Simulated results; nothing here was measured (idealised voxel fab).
Module name: voxel capacitor over wiring (process module)
Pictured: cross-section cut, 145 nm wide, on a grid of 5 nm square cells.
Just so we're on the same page, the cross-sections are grids of square cells, and they're listed out in bands top to bottom, each band one or more rows deep. It is stipulated that each band's entry specify, in nanometres, the height of the top of the band and then that of its bottom, followed by the materials of the band in left-to-right sequence, each together with its width in nanometres. A single material marked by the word "full width" is understood to fill the band from edge to edge; the word "air" is understood to denote empty space. The level at which height equals 0 is the one under which the wafer, as it arrives, is entirely one material. No lower edge exists for the bottom band, which continues downward and is notated as in "0..down". The expression "30 to 40" gives the width at the extremes of the band, the first number at its top row of cells and the second at its bottom row, with the width changing by equal amounts from each row to the next in between. A step reported as "no modifications" is a step in which no cell of the cross-section changed. For the entry "Enclosed void listing", the listed items are empty spaces with no open way to the top whose size is 8 cells or more; each item follows the pattern width x height at distance, where distance is from the left edge and all three are in nm. after a step's settings: what the simulator itself notes on the step. overlay nm: mask offset rightward from planned place, masked step; negative means leftward offset.
**Intended process steps**
1: RECEIVE: material Si
2: CONFORMAL_DEP: material SiO2, thk nm 15
3: CONFORMAL_DEP: material SiCN, thk nm 5
4: DIRECTIONAL_DEP: material lowk, thk nm 15
5: PATTERN: tone open, mask id METAL_1, material resist, width nm 25, pitch nm 90, thk nm 15, overlay nm 0
6: DIRECTIONAL_ETCH: etch materials lowk, depth nm 15
7: DIRECTIONAL_ETCH: etch materials SiCN, depth nm 5
8: STRIP: etch materials resist
9: CONFORMAL_DEP: material TiN, thk nm 5
10: FILL_DEP: material Ru, thk nm 5
11: CMP: height nm 35
12: EPI: material Ru, thk nm 5
13: FILL_DEP: material SiCN, thk nm 5
14: DIRECTIONAL_DEP: material lowk, thk nm 10
15: MASKED_ETCH: tone open, mask id PLUG_1, width nm 15, etch materials lowk, depth nm 10, overlay nm 0
16: MASKED_ETCH: tone open, mask id PLUG_1, width nm 15, etch materials SiCN, depth nm 5, overlay nm 0
17: CONFORMAL_DEP: material TiN, thk nm 5
18: FILL_DEP: material Ru, thk nm 5
19: CMP: height nm 55
20: DIRECTIONAL_DEP: material TiN, thk nm 10
21: DIRECTIONAL_DEP: material SiN, thk nm 5
22: DIRECTIONAL_DEP: material TiN, thk nm 5
23: PATTERN: tone cover, mask id UPPER_PLATE, material resist, width nm 70, thk nm 20, overlay nm 0
24: DIRECTIONAL_ETCH: etch materials TiN, depth nm 5
25: DIRECTIONAL_ETCH: etch materials SiN, depth nm 5
26: STRIP: etch materials resist
27: MASKED_ETCH: tone cover, mask id LOWER_PLATE, width nm 80, etch materials TiN, depth nm 10, overlay nm 0
28: FILL_DEP: material SiO2, thk nm 15
29: CMP: height nm 85
30: PATTERN: tone open, mask id PLUG_2, material resist, width nm 15, thk nm 20, overlay nm 0
31: DIRECTIONAL_ETCH: etch materials SiO2, depth nm 10
32: STRIP: etch materials resist
33: CONFORMAL_DEP: material TiN, thk nm 5
34: FILL_DEP: material Ru, thk nm 10
35: CMP: height nm 85
36: CONFORMAL_DEP: material SiCN, thk nm 5
**Cross-section of the wafer at receipt, which is the condition after step 1**
  0..down  Si full width
  Enclosed void listing: none
**a wafer at the end: this start, this plan, one mistake**
  90..85  SiCN full width
  85..80  SiO2 (35)  TiN (5)  Ru (5)  TiN (5)  SiO2 (95)
  80..75  SiO2 (35)  TiN (15)  SiO2 (95)
  75..70  SiO2 full width
  70..65  SiO2 (25)  SiN (70)  SiO2 (50)
  65..55  TiN (20)  SiO2 (5)  TiN (70)  SiO2 (5)  TiN (45)
  55..45  lowk (25)  TiN (5)  Ru (5)  TiN (5)  lowk (105)
  45..40  SiCN (25)  TiN (15)  SiCN (105)
  40..35  SiCN (10)  Ru (35)  SiCN (55)  Ru (35)  SiCN (10)
  35..20  lowk (15)  TiN (5)  Ru (15)  TiN (5)  lowk (65)  TiN (5)  Ru (15)  TiN (5)  lowk (15)
  20..15  SiCN (15)  TiN (25)  SiCN (65)  TiN (25)  SiCN (15)
  15..0  SiO2 full width
  0..down  Si full width
  Enclosed void listing: none
What was the processing mistake? in deviation from the planned setting, step 27 was conducted as MASKED_ETCH: tone open, mask id LOWER_PLATE, width nm 80, etch materials TiN, depth nm 10, overlay nm 0
